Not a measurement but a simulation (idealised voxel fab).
Title: Process Module voxel tone inversion
This is section cut - it's 150 nm across, gridded in 5 nm square cells.
Cross-section format: a grid of square cells, given as bands from top to bottom; each band is one or more rows of cells. Band: top and bottom heights (nm) first, top before bottom; then materials from left to right, widths in nm. "throughout" marks a sole material filling the band edge to edge. "blank" denotes empty space. Counting heights begins at 0, where everything beneath is, in the wafer as received, one material. The lowest band has no bottom; it goes on downwards, as "top 0, no bottom" shows. Think of "30 to 40" as a width that walks from the first number to the second as you go down the band, top row to bottom row, taking equal-sized steps from row to row. "remained unchanged", as given for a step, is the statement that not any cell of the cross-section underwent a change during that step. The entry "closed voids" lists the empty spaces that cover at least 8 cells and have no open path to the top. Each is written as width x height at distance, where the distance is measured from the left edge and all three values are in nm. The remark found on a step's line after its settings is issued by the simulator itself and pertains to that step. overlay nm: step with mask; distance mask lay right of planned place; negative value = left of planned place.
-- These are the steps we planned for the process
1) RECEIVE, material Si
2) CONFORMAL_DEP, material SiN, thk nm 5
3) DIRECTIONAL_DEP, material aC, thk nm 15
4) PATTERN, tone cover, mask id POSTS, material resist, width nm 25, pitch nm 40, thk nm 25, overlay nm 0
5) DIRECTIONAL_ETCH, etch materials aC, depth nm 15
6) STRIP, etch materials resist
7) FILL_DEP, material SiO2, thk nm 10
8) CMP, height nm 20
9) STRIP, etch materials aC
-- As-received state of the wafer in cross-section, equivalent to post-step 1
  top 0, no bottom | Si throughout
  closed voids: none
-- Cross-sectional result after module completion. Note: starting condition and plan are unchanged from above; one processing mistake was made
  top 20, bottom 15 | SiN throughout
  top 15, bottom 0 | aC throughout
  top 0, no bottom | Si throughout
  closed voids: none
Short version of what went wrong: plan steps 2 and 3 run swapped
